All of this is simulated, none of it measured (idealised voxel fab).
This is a process module. Its name is voxel self aligned contacts.
Cross-section cut spans 250 nm and uses square cells 5 nm in size.
Think of the cross-section as a grid of square cells. We describe it in bands, top to bottom, and each band covers one or more rows of those cells.
In this notation a band is specified by the heights of its top and bottom, in that order and in nm, after which its materials appear from left to right, each paired with its width in nm. The word "full width" attached to a single material means that material fills the band from edge to edge; the word "blank" stands for empty space.
For the purposes of this specification, 0 denotes the height below which the wafer in its as-received condition is composed wholly of one material, and the lowermost band, lacking a lower limit, extends downward without end, as expressed in "0..down".
Note: "30 to 40" means the width goes from the first number (top row of the band) to the second number (bottom row) in equal steps per row of cells.
For the purposes of this document, the phrase "everything unchanged" attached to a step denotes that no cell within the cross-section was modified by that step.
Listed in "Closed void table": every empty space of 8 or more cells without an open way to the top. Form: width x height at distance, the distance being from the left edge, all in nm.
Read whatever lies past the settings on a step's line as the simulator's own remark about the step.
overlay nm: right-of-plan distance of the mask on a masked step; negative values mean left-of-plan.
**List of planned process steps**
1: RECEIVE | material Si
2: OXIDIZE | depth nm 5
3: DIRECTIONAL_DEP | material polySi | thk nm 25
4: DIRECTIONAL_DEP | material SiN | thk nm 25
5: DIRECTIONAL_DEP | material aC | thk nm 15
6: PATTERN | tone cover | mask id GATE | material resist | width nm 35 | pitch nm 75 | thk nm 35 | overlay nm 0
7: DIRECTIONAL_ETCH | etch materials aC | depth nm 15
8: STRIP | etch materials resist
9: DIRECTIONAL_ETCH | etch materials SiN | depth nm 25
10: DIRECTIONAL_ETCH | etch materials polySi | depth nm 25
11: STRIP | etch materials aC
12: CONFORMAL_DEP | material SiN | thk nm 10
13: DIRECTIONAL_ETCH | etch materials SiN | depth nm 10
14: FILL_DEP | material SiO2 | thk nm 15
15: CMP | height nm 55
16: MASKED_ETCH | tone open | mask id CONTACT | width nm 60 | etch materials SiO2 | depth nm 60 | overlay nm 0
17: CONFORMAL_DEP | material TiN | thk nm 5
18: FILL_DEP | material Ru | thk nm 5
19: CMP | height nm 55
20: CONFORMAL_DEP | material SiN | thk nm 5
**Cross-section of the wafer at receipt, which is the condition after step 1**
    0..down | Si full width
    Closed void table: none
**Sectioned view, first of two wafers, at the close of the module, processed as intended in the plan**
    60..55 | SiN full width
    55..50 | 95 nm SiO2, 25 nm TiN, 10 nm Ru, 25 nm TiN, 95 nm SiO2
    50..25 | 60 nm SiO2, 55 nm SiN, 5 nm TiN, 10 nm Ru, 5 nm TiN, 55 nm SiN, 60 nm SiO2
    25..0 | 60 nm SiO2, 10 nm SiN, 35 nm polySi, 10 nm SiN, 5 nm TiN, 10 nm Ru, 5 nm TiN, 10 nm SiN, 35 nm polySi, 10 nm SiN, 60 nm SiO2
    0..-5 | 115 nm SiO2, 20 nm TiN, 115 nm SiO2
    -5..down | Si full width
    Closed void table: none
**second wafer at the end: like start, like plan, one mistake**
    60..55 | SiN full width
    55..50 | 95 nm SiO2, 30 nm TiN, 10 nm Ru, 20 nm TiN, 95 nm SiO2
    50..25 | 65 nm SiO2, 55 nm SiN, 5 nm TiN, 10 nm Ru, 5 nm TiN, 55 nm SiN, 55 nm SiO2
    25..0 | 65 nm SiO2, 10 nm SiN, 35 nm polySi, 10 nm SiN, 5 nm TiN, 10 nm Ru, 5 nm TiN, 10 nm SiN, 35 nm polySi, 10 nm SiN, 55 nm SiO2
    0..-5 | 120 nm SiO2, 20 nm TiN, 110 nm SiO2
    -5..down | Si full width
    Closed void table: none
Nonconformance to the process plan: in deviation from the planned setting, step 6 was conducted as PATTERN | tone cover | mask id GATE | material resist | width nm 35 | pitch nm 75 | thk nm 35 | overlay nm 5
The two final wafers agree on how many cells each material fills and disagree on which cells those are.
